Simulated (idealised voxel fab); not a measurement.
The following process module bears the name voxel trench capacitor.
The figure presents cross-section cut, which has a width of 175 nm and is divided into square cells with an edge length of 5 nm.
Reading order for cross-sections: top band down to bottom band. Underlying form: a grid of square cells. Band size: one or more rows of cells.
Top height, bottom height, nm. Materials left to right, width each, nm. Single material + "edge to edge" = fills band edge to edge. "blank" = empty.
The reference from which all heights are counted is 0, the level beneath which the as-received wafer is entirely one material; the lowest band, having no lower bound, proceeds downward and is written after the example "0..down".
With a width like "30..40", each row of cells in the band differs from the next by the same amount, the top row carrying the first number and the bottom row the second.
Take "same as before" at face value: in the step it is given for, the cross-section changed in none of its cells.
This entry, "closed voids", enumerates those empty regions of no fewer than 8 cells that possess no open connection to the top. Each region is reported in the form width x height at distance, the distance being taken from the left edge, with all three quantities expressed in nm.
That trailing text on a step's line, after the settings, is the simulator's own remark on the step.
A step line may carry the setting "overlay nm", which, for steps involving a mask, states the distance by which the mask lay to the right of its intended position; negative values denote displacement to the left.

## So here's the lineup of process steps we planned
step 1: op RECEIVE | material Si
step 2: op CONFORMAL_DEP | material SiN | thk nm 10
step 3: op DIRECTIONAL_DEP | material aC | thk nm 15
step 4: op PATTERN | tone open | mask id TRENCH | material resist | width nm 25 | pitch nm 55 | thk nm 35 | overlay nm 0
step 5: op DIRECTIONAL_ETCH | etch materials aC | depth nm 15
step 6: op STRIP | etch materials resist
step 7: op DIRECTIONAL_ETCH | etch materials SiN | depth nm 10
step 8: op DIRECTIONAL_ETCH | etch materials Si | depth nm 25
step 9: op STRIP | etch materials aC
step 10: op CONFORMAL_DEP | material Al2O3 | thk nm 5
step 11: op CONFORMAL_DEP | material TiN | thk nm 5
step 12: op FILL_DEP | material W | thk nm 10
step 13: op CMP | height nm 10

## As received (post step 1): cross-section
0..down = Si edge to edge
closed voids: none

## End-of-module cross-section of the first of two wafers, processed as planned
10..0 = SiN 45, Al2O3 5, TiN 5, W 5, TiN 5, Al2O3 5, SiN 30, Al2O3 5, TiN 5, W 5, TiN 5, Al2O3 5, SiN 50
0..-15 = Si 45, Al2O3 5, TiN 5, W 5, TiN 5, Al2O3 5, Si 30, Al2O3 5, TiN 5, W 5, TiN 5, Al2O3 5, Si 50
-15..-20 = Si 45, Al2O3 5, TiN 15, Al2O3 5, Si 30, Al2O3 5, TiN 15, Al2O3 5, Si 50
-20..-25 = Si 45, Al2O3 25, Si 30, Al2O3 25, Si 50
-25..down = Si edge to edge
closed voids: none

## Cross-section at end of module for the second wafer of two, which matched the first in starting point and plan and differed by one mistake in its processing
10..0 = SiN 45, Al2O3 5, TiN 5, W 5, TiN 5, Al2O3 5, SiN 30, Al2O3 5, TiN 5, W 5, TiN 5, Al2O3 5, SiN 50
0..-40 = Si 45, Al2O3 5, TiN 5, W 5, TiN 5, Al2O3 5, Si 30, Al2O3 5, TiN 5, W 5, TiN 5, Al2O3 5, Si 50
-40..-45 = Si 45, Al2O3 5, TiN 15, Al2O3 5, Si 30, Al2O3 5, TiN 15, Al2O3 5, Si 50
-45..-50 = Si 45, Al2O3 25, Si 30, Al2O3 25, Si 50
-50..down = Si edge to edge
closed voids: none
What broke from the plan during processing? regarding the plan, step 8 was run twice
Per the end-of-run cell counts, the second wafer holds more or fewer of some materials than the first: 20 more of Al2O3; 50 fewer of Si; 20 more of TiN; 10 more of W
